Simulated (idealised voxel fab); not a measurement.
process module | voxel wiring stack
Each square cell in cross-section cut measures 5 nm, and the section as a whole is 195 nm wide.
Cross-section format: a grid of square cells, given as bands from top to bottom; each band is one or more rows of cells. It is stipulated that each band's entry specify, in nanometres, the height of the top of the band and then that of its bottom, followed by the materials of the band in left-to-right sequence, each together with its width in nanometres. A single material marked by the word "everywhere" is understood to fill the band from edge to edge; the word "empty" is understood to denote empty space. The level at which height equals 0 is the one under which the wafer, as it arrives, is entirely one material. No lower edge exists for the bottom band, which continues downward and is notated as in "z 0 and below". A width such as "30->40" changes by the same amount from each row of cells to the next, from the band's top row to its bottom row. Given "everything unchanged" for a step, no cell of the cross-section differs between before and after that step. Heads up: "Voids, sealed" only lists the empty pockets with no open path to the top that are 8 cells or more, and it writes them as width x height at distance, distance from the left edge, in nm. On a step's line, text after the settings is the simulator commenting on that step. "overlay nm" on a masked step: distance the mask lay right of its planned place, negative for left.
### The planned process steps are enumerated hereunder
1,RECEIVE,material Si
2,CONFORMAL_DEP,material SiO2,thk nm 15
3,CONFORMAL_DEP,material SiN,thk nm 5
4,DIRECTIONAL_DEP,material SiO2,thk nm 25
5,DIRECTIONAL_DEP,material aC,thk nm 10
6,PATTERN,tone open,mask id METAL_1,material resist,width nm 25,pitch nm 45,thk nm 25,overlay nm 0
7,DIRECTIONAL_ETCH,etch materials aC,depth nm 10
8,STRIP,etch materials resist
9,DIRECTIONAL_ETCH,etch materials SiO2,depth nm 25
10,DIRECTIONAL_ETCH,etch materials SiN,depth nm 5
11,STRIP,etch materials aC
12,CONFORMAL_DEP,material TiN,thk nm 5
13,FILL_DEP,material Ru,thk nm 5
14,CMP,height nm 45
15,EPI,material Ru,thk nm 5
16,FILL_DEP,material SiCN,thk nm 5
17,DIRECTIONAL_DEP,material SiO2,thk nm 30
18,DIRECTIONAL_DEP,material aC,thk nm 15
19,PATTERN,tone open,mask id METAL_2,material resist,width nm 25,pitch nm 45,thk nm 30,overlay nm 0
20,DIRECTIONAL_ETCH,etch materials aC,depth nm 15
21,STRIP,etch materials resist
22,DIRECTIONAL_ETCH,etch materials SiO2,depth nm 15
23,STRIP,etch materials aC
24,DIRECTIONAL_DEP,material aC,thk nm 10
25,PATTERN,tone open,mask id METAL_2_HOLES,material resist,width nm 15,pitch nm 90,thk nm 30,overlay nm 0
26,DIRECTIONAL_ETCH,etch materials aC,depth nm 10
27,STRIP,etch materials resist
28,DIRECTIONAL_ETCH,etch materials SiO2,depth nm 15
29,DIRECTIONAL_ETCH,etch materials SiCN,depth nm 5
30,STRIP,etch materials aC
31,CONFORMAL_DEP,material TiN,thk nm 5
32,FILL_DEP,material Cu,thk nm 5
33,CMP,height nm 85
34,CONFORMAL_DEP,material SiCN,thk nm 5
35,DIRECTIONAL_DEP,material lowk,thk nm 10
36,DIRECTIONAL_DEP,material aC,thk nm 15
37,PATTERN,tone open,mask id PLUG_2,material resist,width nm 15,pitch nm 45,thk nm 30,overlay nm 0
38,DIRECTIONAL_ETCH,etch materials aC,depth nm 15
39,STRIP,etch materials resist
40,DIRECTIONAL_ETCH,etch materials lowk,depth nm 10
41,DIRECTIONAL_ETCH,etch materials SiCN,depth nm 5
42,STRIP,etch materials aC
43,CONFORMAL_DEP,material TiN,thk nm 5
44,FILL_DEP,material Ru,thk nm 10
45,CMP,height nm 100
46,DIRECTIONAL_DEP,material TiN,thk nm 5
47,DIRECTIONAL_DEP,material W,thk nm 15
48,MASKED_ETCH,tone cover,mask id METAL_3,width nm 25,pitch nm 45,etch materials W,depth nm 15,overlay nm 0
49,MASKED_ETCH,tone cover,mask id METAL_3,width nm 25,pitch nm 45,etch materials TiN,depth nm 5,overlay nm 0
50,CONFORMAL_DEP,material SiN,thk nm 5
51,FILL_DEP,material lowk,thk nm 5
52,CMP,height nm 120
53,CONFORMAL_DEP,material SiN,thk nm 5
### The first of a set of two wafers, run to plan
### as received, after step 1
- z 0 and below = Si everywhere
- Voids, sealed: none
### Cross-section through the wafer, step 2 finished
- z 15 to 0 = SiO2 everywhere
- below 0: unchanged
### Cross-section through the wafer, step 3 finished
- z 20 to 15 = SiN everywhere
- below 15: unchanged
### Cross-section through the wafer, step 4 finished
- z 45 to 20 = SiO2 everywhere
- below 20: unchanged
### Cross-section through the wafer, step 5 finished
- z 55 to 45 = aC everywhere
- below 45: unchanged
### Cross-section through the wafer, step 6 finished
- z 80 to 55 = resist=40  empty=25  resist=20  empty=25  resist=20  empty=25  resist=40
- below 55: unchanged
### Cross-section through the wafer, step 7 finished
- z 70 to 55 = resist=40  empty=25  resist=20  empty=25  resist=20  empty=25  resist=40
- z 55 to 45 = aC=40  empty=25  aC=20  empty=25  aC=20  empty=25  aC=40
- below 45: unchanged
### Cross-section through the wafer, step 8 finished
- z 55 to 45 = aC=40  empty=25  aC=20  empty=25  aC=20  empty=25  aC=40
- below 45: unchanged
### Cross-section through the wafer, step 9 finished
- z 55 to 45 = aC=40  empty=25  aC=20  empty=25  aC=20  empty=25  aC=40
- z 45 to 20 = SiO2=40  empty=25  SiO2=20  empty=25  SiO2=20  empty=25  SiO2=40
- below 20: unchanged
### Cross-section through the wafer, step 10 finished
- z 55 to 45 = aC=40  empty=25  aC=20  empty=25  aC=20  empty=25  aC=40
- z 45 to 20 = SiO2=40  empty=25  SiO2=20  empty=25  SiO2=20  empty=25  SiO2=40
- z 20 to 15 = SiN=40  empty=25  SiN=20  empty=25  SiN=20  empty=25  SiN=40
- below 15: unchanged
### Cross-section through the wafer, step 11 finished
- z 45 to 20 = SiO2=40  empty=25  SiO2=20  empty=25  SiO2=20  empty=25  SiO2=40
- below 20: unchanged
### Cross-section through the wafer, step 12 finished
- z 50 to 45 = TiN=45  empty=15  TiN=30  empty=15  TiN=30  empty=15  TiN=45
- z 45 to 20 = SiO2=40  TiN=5  empty=15  TiN=5  SiO2=20  TiN=5  empty=15  TiN=5  SiO2=20  TiN=5  empty=15  TiN=5  SiO2=40
- z 20 to 15 = SiN=40  TiN=25  SiN=20  TiN=25  SiN=20  TiN=25  SiN=40
- below 15: unchanged
### Cross-section through the wafer, step 13 finished
- z 55 to 50 = Ru everywhere
- z 50 to 45 = TiN=45  Ru=15  TiN=30  Ru=15  TiN=30  Ru=15  TiN=45
- z 45 to 20 = SiO2=40  TiN=5  Ru=15  TiN=5  SiO2=20  TiN=5  Ru=15  TiN=5  SiO2=20  TiN=5  Ru=15  TiN=5  SiO2=40
- below 20: unchanged
### Cross-section through the wafer, step 14 finished
- z 45 to 20 = SiO2=40  TiN=5  Ru=15  TiN=5  SiO2=20  TiN=5  Ru=15  TiN=5  SiO2=20  TiN=5  Ru=15  TiN=5  SiO2=40
- below 20: unchanged
### Cross-section through the wafer, step 15 finished
- z 50 to 45 = empty=35  Ru=35  empty=10  Ru=35  empty=10  Ru=35  empty=35
- below 45: unchanged
### Cross-section through the wafer, step 16 finished
- z 55 to 50 = SiCN everywhere
- z 50 to 45 = SiCN=35  Ru=35  SiCN=10  Ru=35  SiCN=10  Ru=35  SiCN=35
- below 45: unchanged
### Cross-section through the wafer, step 17 finished
- z 85 to 55 = SiO2 everywhere
- below 55: unchanged
### Cross-section through the wafer, step 18 finished
- z 100 to 85 = aC everywhere
- below 85: unchanged
### Cross-section through the wafer, step 19 finished
- z 130 to 100 = resist=40  empty=25  resist=20  empty=25  resist=20  empty=25  resist=40
- below 100: unchanged
### Cross-section through the wafer, step 20 finished
- z 115 to 100 = resist=40  empty=25  resist=20  empty=25  resist=20  empty=25  resist=40
- z 100 to 85 = aC=40  empty=25  aC=20  empty=25  aC=20  empty=25  aC=40
- below 85: unchanged
### Cross-section through the wafer, step 21 finished
- z 100 to 85 = aC=40  empty=25  aC=20  empty=25  aC=20  empty=25  aC=40
- below 85: unchanged
### Cross-section through the wafer, step 22 finished
- z 100 to 85 = aC=40  empty=25  aC=20  empty=25  aC=20  empty=25  aC=40
- z 85 to 70 = SiO2=40  empty=25  SiO2=20  empty=25  SiO2=20  empty=25  SiO2=40
- below 70: unchanged
### Cross-section through the wafer, step 23 finished
- z 85 to 70 = SiO2=40  empty=25  SiO2=20  empty=25  SiO2=20  empty=25  SiO2=40
- below 70: unchanged
### Cross-section through the wafer, step 24 finished
- z 95 to 85 = aC=40  empty=25  aC=20  empty=25  aC=20  empty=25  aC=40
- z 85 to 80 = SiO2=40  empty=25  SiO2=20  empty=25  SiO2=20  empty=25  SiO2=40
- z 80 to 70 = SiO2=40  aC=25  SiO2=20  aC=25  SiO2=20  aC=25  SiO2=40
- below 70: unchanged
### Cross-section through the wafer, step 25 finished
- z 125 to 95 = resist=40  empty=15  resist=75  empty=15  resist=50
- z 95 to 85 = aC=40  empty=15  resist=10  aC=20  resist=25  aC=20  empty=15  resist=10  aC=40
- z 85 to 80 = SiO2=40  empty=15  resist=10  SiO2=20  resist=25  SiO2=20  empty=15  resist=10  SiO2=40
- below 80: unchanged
### Cross-section through the wafer, step 26 finished
- z 115 to 95 = resist=40  empty=15  resist=75  empty=15  resist=50
- z 95 to 85 = aC=40  empty=15  resist=10  aC=20  resist=25  aC=20  empty=15  resist=10  aC=40
- z 85 to 80 = SiO2=40  empty=15  resist=10  SiO2=20  resist=25  SiO2=20  empty=15  resist=10  SiO2=40
- z 80 to 70 = SiO2=40  empty=15  aC=10  SiO2=20  aC=25  SiO2=20  empty=15  aC=10  SiO2=40
- below 70: unchanged
### Cross-section through the wafer, step 27 finished
- z 95 to 85 = aC=40  empty=25  aC=20  empty=25  aC=20  empty=25  aC=40
- z 85 to 80 = SiO2=40  empty=25  SiO2=20  empty=25  SiO2=20  empty=25  SiO2=40
- below 80: unchanged
### Cross-section through the wafer, step 28 finished
- z 95 to 85 = aC=40  empty=25  aC=20  empty=25  aC=20  empty=25  aC=40
- z 85 to 80 = SiO2=40  empty=25  SiO2=20  empty=25  SiO2=20  empty=25  SiO2=40
- z 80 to 70 = SiO2=40  empty=15  aC=10  SiO2=20  aC=25  SiO2=20  empty=15  aC=10  SiO2=40
- z 70 to 55 = SiO2=40  empty=15  SiO2=75  empty=15  SiO2=50
- below 55: unchanged
### Cross-section through the wafer, step 29 finished
- z 95 to 85 = aC=40  empty=25  aC=20  empty=25  aC=20  empty=25  aC=40
- z 85 to 80 = SiO2=40  empty=25  SiO2=20  empty=25  SiO2=20  empty=25  SiO2=40
- z 80 to 70 = SiO2=40  empty=15  aC=10  SiO2=20  aC=25  SiO2=20  empty=15  aC=10  SiO2=40
- z 70 to 55 = SiO2=40  empty=15  SiO2=75  empty=15  SiO2=50
- z 55 to 50 = SiCN=40  empty=15  SiCN=75  empty=15  SiCN=50
- below 50: unchanged
### Cross-section through the wafer, step 30 finished
- z 85 to 70 = SiO2=40  empty=25  SiO2=20  empty=25  SiO2=20  empty=25  SiO2=40
- below 70: unchanged
### Cross-section through the wafer, step 31 finished
- z 90 to 85 = TiN=45  empty=15  TiN=30  empty=15  TiN=30  empty=15  TiN=45
- z 85 to 75 = SiO2=40  TiN=5  empty=15  TiN=5  SiO2=20  TiN=5  empty=15  TiN=5  SiO2=20  TiN=5  empty=15  TiN=5  SiO2=40
- z 75 to 70 = SiO2=40  TiN=5  empty=5  TiN=15  SiO2=20  TiN=25  SiO2=20  TiN=5  empty=5  TiN=15  SiO2=40
- z 70 to 55 = SiO2=40  TiN=5  empty=5  TiN=5  SiO2=75  TiN=5  empty=5  TiN=5  SiO2=50
- z 55 to 50 = SiCN=40  TiN=15  SiCN=75  TiN=15  SiCN=50
- below 50: unchanged
### Cross-section through the wafer, step 32 finished
- z 95 to 90 = Cu everywhere
- z 90 to 85 = TiN=45  Cu=15  TiN=30  Cu=15  TiN=30  Cu=15  TiN=45
- z 85 to 75 = SiO2=40  TiN=5  Cu=15  TiN=5  SiO2=20  TiN=5  Cu=15  TiN=5  SiO2=20  TiN=5  Cu=15  TiN=5  SiO2=40
- z 75 to 70 = SiO2=40  TiN=5  Cu=5  TiN=15  SiO2=20  TiN=25  SiO2=20  TiN=5  Cu=5  TiN=15  SiO2=40
- z 70 to 55 = SiO2=40  TiN=5  Cu=5  TiN=5  SiO2=75  TiN=5  Cu=5  TiN=5  SiO2=50
- below 55: unchanged
### Cross-section through the wafer, step 33 finished
- z 85 to 75 = SiO2=40  TiN=5  Cu=15  TiN=5  SiO2=20  TiN=5  Cu=15  TiN=5  SiO2=20  TiN=5  Cu=15  TiN=5  SiO2=40
- below 75: unchanged
### Cross-section through the wafer, step 34 finished
- z 90 to 85 = SiCN everywhere
- below 85: unchanged
### Cross-section through the wafer, step 35 finished
- z 100 to 90 = lowk everywhere
- below 90: unchanged
### Cross-section through the wafer, step 36 finished
- z 115 to 100 = aC everywhere
- below 100: unchanged
### Cross-section through the wafer, step 37 finished
- z 145 to 115 = resist=40  empty=15  resist=30  empty=15  resist=30  empty=15  resist=50
- below 115: unchanged
### Cross-section through the wafer, step 38 finished
- z 130 to 115 = resist=40  empty=15  resist=30  empty=15  resist=30  empty=15  resist=50
- z 115 to 100 = aC=40  empty=15  aC=30  empty=15  aC=30  empty=15  aC=50
- below 100: unchanged
### Cross-section through the wafer, step 39 finished
- z 115 to 100 = aC=40  empty=15  aC=30  empty=15  aC=30  empty=15  aC=50
- below 100: unchanged
### Cross-section through the wafer, step 40 finished
- z 115 to 100 = aC=40  empty=15  aC=30  empty=15  aC=30  empty=15  aC=50
- z 100 to 90 = lowk=40  empty=15  lowk=30  empty=15  lowk=30  empty=15  lowk=50
- below 90: unchanged
### Cross-section through the wafer, step 41 finished
- z 115 to 100 = aC=40  empty=15  aC=30  empty=15  aC=30  empty=15  aC=50
- z 100 to 90 = lowk=40  empty=15  lowk=30  empty=15  lowk=30  empty=15  lowk=50
- z 90 to 85 = SiCN=40  empty=15  SiCN=30  empty=15  SiCN=30  empty=15  SiCN=50
- below 85: unchanged
### Cross-section through the wafer, step 42 finished
- z 100 to 90 = lowk=40  empty=15  lowk=30  empty=15  lowk=30  empty=15  lowk=50
- below 90: unchanged
### Cross-section through the wafer, step 43 finished
- z 105 to 100 = TiN=45  empty=5  TiN=40  empty=5  TiN=40  empty=5  TiN=55
- z 100 to 90 = lowk=40  TiN=5  empty=5  TiN=5  lowk=30  TiN=5  empty=5  TiN=5  lowk=30  TiN=5  empty=5  TiN=5  lowk=50
- z 90 to 85 = SiCN=40  TiN=15  SiCN=30  TiN=15  SiCN=30  TiN=15  SiCN=50
- below 85: unchanged
### Cross-section through the wafer, step 44 finished
- z 115 to 105 = Ru everywhere
- z 105 to 100 = TiN=45  Ru=5  TiN=40  Ru=5  TiN=40  Ru=5  TiN=55
- z 100 to 90 = lowk=40  TiN=5  Ru=5  TiN=5  lowk=30  TiN=5  Ru=5  TiN=5  lowk=30  TiN=5  Ru=5  TiN=5  lowk=50
- below 90: unchanged
### Cross-section through the wafer, step 45 finished
- z 100 to 90 = lowk=40  TiN=5  Ru=5  TiN=5  lowk=30  TiN=5  Ru=5  TiN=5  lowk=30  TiN=5  Ru=5  TiN=5  lowk=50
- below 90: unchanged
### Cross-section through the wafer, step 46 finished
- z 105 to 100 = TiN everywhere
- below 100: unchanged
### Cross-section through the wafer, step 47 finished
- z 120 to 105 = W everywhere
- below 105: unchanged
### Cross-section through the wafer, step 48 finished
- z 120 to 105 = empty=40  W=25  empty=20  W=25  empty=20  W=25  empty=40
- below 105: unchanged
### Cross-section through the wafer, step 49 finished
- z 120 to 105 = empty=40  W=25  empty=20  W=25  empty=20  W=25  empty=40
- z 105 to 100 = empty=40  TiN=25  empty=20  TiN=25  empty=20  TiN=25  empty=40
- below 100: unchanged
### Cross-section through the wafer, step 50 finished
- z 125 to 120 = empty=35  SiN=35  empty=10  SiN=35  empty=10  SiN=35  empty=35
- z 120 to 105 = empty=35  SiN=5  W=25  SiN=5  empty=10  SiN=5  W=25  SiN=5  empty=10  SiN=5  W=25  SiN=5  empty=35
- z 105 to 100 = SiN=40  TiN=25  SiN=20  TiN=25  SiN=20  TiN=25  SiN=40
- below 100: unchanged
### Cross-section through the wafer, step 51 finished
- z 130 to 125 = lowk everywhere
- z 125 to 120 = lowk=35  SiN=35  lowk=10  SiN=35  lowk=10  SiN=35  lowk=35
- z 120 to 105 = lowk=35  SiN=5  W=25  SiN=5  lowk=10  SiN=5  W=25  SiN=5  lowk=10  SiN=5  W=25  SiN=5  lowk=35
- below 105: unchanged
### Cross-section through the wafer, step 52 finished
- z 120 to 105 = lowk=35  SiN=5  W=25  SiN=5  lowk=10  SiN=5  W=25  SiN=5  lowk=10  SiN=5  W=25  SiN=5  lowk=35
- below 105: unchanged
### Cross-section through the wafer, step 53 finished
- z 125 to 120 = SiN everywhere
- below 120: unchanged
### The second wafer began exactly as the first did and followed the same plan, but one mistake was made while running it; through step 44 inclusive, the two wafers are identical
### Cross-section of the second wafer corresponding to the planned conclusion of step 45
- z 90 to 85 = SiCN=40  TiN=15  SiCN=30  TiN=15  SiCN=30  TiN=15  SiCN=50
- below 85: unchanged
### Cross-section of the second wafer corresponding to the planned conclusion of step 46
- z 95 to 90 = TiN everywhere
- below 90: unchanged
### Cross-section of the second wafer corresponding to the planned conclusion of step 47
- z 110 to 95 = W everywhere
- below 95: unchanged
### Cross-section of the second wafer corresponding to the planned conclusion of step 48
- z 110 to 95 = empty=40  W=25  empty=20  W=25  empty=20  W=25  empty=40
- below 95: unchanged
### Cross-section of the second wafer corresponding to the planned conclusion of step 49
- z 110 to 95 = empty=40  W=25  empty=20  W=25  empty=20  W=25  empty=40
- z 95 to 90 = empty=40  TiN=25  empty=20  TiN=25  empty=20  TiN=25  empty=40
- below 90: unchanged
### Cross-section of the second wafer corresponding to the planned conclusion of step 50
- z 115 to 110 = empty=35  SiN=35  empty=10  SiN=35  empty=10  SiN=35  empty=35
- z 110 to 95 = empty=35  SiN=5  W=25  SiN=5  empty=10  SiN=5  W=25  SiN=5  empty=10  SiN=5  W=25  SiN=5  empty=35
- z 95 to 90 = SiN=40  TiN=25  SiN=20  TiN=25  SiN=20  TiN=25  SiN=40
- below 90: unchanged
### Cross-section of the second wafer corresponding to the planned conclusion of step 51
- z 120 to 115 = lowk everywhere
- z 115 to 110 = lowk=35  SiN=35  lowk=10  SiN=35  lowk=10  SiN=35  lowk=35
- z 110 to 95 = lowk=35  SiN=5  W=25  SiN=5  lowk=10  SiN=5  W=25  SiN=5  lowk=10  SiN=5  W=25  SiN=5  lowk=35
- below 95: unchanged
Cross-section of the second wafer corresponding to the planned conclusion of step 52: everything unchanged
### Cross-section of the second wafer corresponding to the planned conclusion of step 53
- z 125 to 120 = SiN everywhere
- below 120: unchanged
It is concluded that the wafer was processed incorrectly with respect to the plan, in that not per plan at step 45, really ran CMP,height nm 90
Final tally in cells, some materials are higher or lower on the second wafer than on the first: Ru -6; SiN +21; TiN -12; lowk -3
